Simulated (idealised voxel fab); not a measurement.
The process module that follows is named voxel self aligned vias.
Section cut is 285 nm wide and gridded with 5 nm square cells.
Cross-section = grid of square cells, listed top down in bands; band = one or more rows. In this notation a band is specified by the heights of its top and bottom, in that order and in nm, after which its materials appear from left to right, each paired with its width in nm. The word "full width" attached to a single material means that material fills the band from edge to edge; the word "empty" stands for empty space. Counting heights begins at 0, where everything beneath is, in the wafer as received, one material. The lowest band has no bottom; it goes on downwards, as "0 -> down" shows. The two numbers in a width such as "30..40" mark its ends across the band: the first belongs to the top row of cells, the second to the bottom row, and from each row to the next the width moves by the same amount. Step marked "nothing different"? Then no cell in the cross-section changed in it. Heads up: "Closed void catalog" only lists the empty pockets with no open path to the top that are 8 cells or more, and it writes them as width x height at distance, distance from the left edge, in nm. Where a step's line continues beyond its settings, the continuation is a remark by the simulator itself on that step. overlay nm: how far to the right of its planned place the mask lay on this masked step (negative: to the left).

[Listed below are the process steps as planned]
1 RECEIVE [material Si]
2 CONFORMAL_DEP [material SiO2] [thk nm 15]
3 CONFORMAL_DEP [material SiCN] [thk nm 5]
4 DIRECTIONAL_DEP [material lowk] [thk nm 30]
5 PATTERN [tone open] [mask id LINES] [material resist] [width nm 20] [pitch nm 65] [thk nm 15] [overlay nm 0]
6 DIRECTIONAL_ETCH [etch materials lowk] [depth nm 30]
7 STRIP [etch materials resist]
8 CONFORMAL_DEP [material TiN] [thk nm 5]
9 FILL_DEP [material W] [thk nm 5]
10 CMP [height nm 50]
11 SELECTIVE_ETCH [etch materials W Ru TiN] [depth nm 5]
12 FILL_DEP [material SiN] [thk nm 5]
13 CMP [height nm 50]
14 DIRECTIONAL_DEP [material lowk] [thk nm 15]
15 MASKED_ETCH [tone open] [mask id VIAS] [width nm 40] [etch materials lowk] [depth nm 15] [overlay nm 0]
16 MASKED_ETCH [tone open] [mask id VIAS] [width nm 40] [etch materials SiN] [depth nm 5] [overlay nm 0]
17 CONFORMAL_DEP [material TiN] [thk nm 5]
18 FILL_DEP [material Cu] [thk nm 5]
19 CMP [height nm 65]
20 CONFORMAL_DEP [material SiN] [thk nm 5]
Every wafer here starts from the same state; it is the step 11 depth nm that distinguishes them, and the value the plan gives belongs to the first wafer.

[After step 1, as received: first of several wafers, cross-section]
* 0 -> down | Si full width
* Closed void catalog: none

[The following table contains a row per wafer, in which are reported, at the conclusion of the module, the cells of each material gained (+) or lost (-) since the wafer's receipt, with its closed voids given thereafter]
depth nm 5 | +14 Cu | +57 SiCN | +61 SiN | +171 SiO2 | +38 TiN | +16 W | +441 lowk | Closed void catalog: none
depth nm 10 | +14 Cu | +57 SiCN | +69 SiN | +171 SiO2 | +34 TiN | +12 W | +441 lowk | Closed void catalog: none
depth nm 15 | +14 Cu | +57 SiCN | +77 SiN | +171 SiO2 | +30 TiN | +8 W | +441 lowk | Closed void catalog: none
depth nm 20 | +14 Cu | +57 SiCN | +85 SiN | +171 SiO2 | +26 TiN | +4 W | +441 lowk | Closed void catalog: none
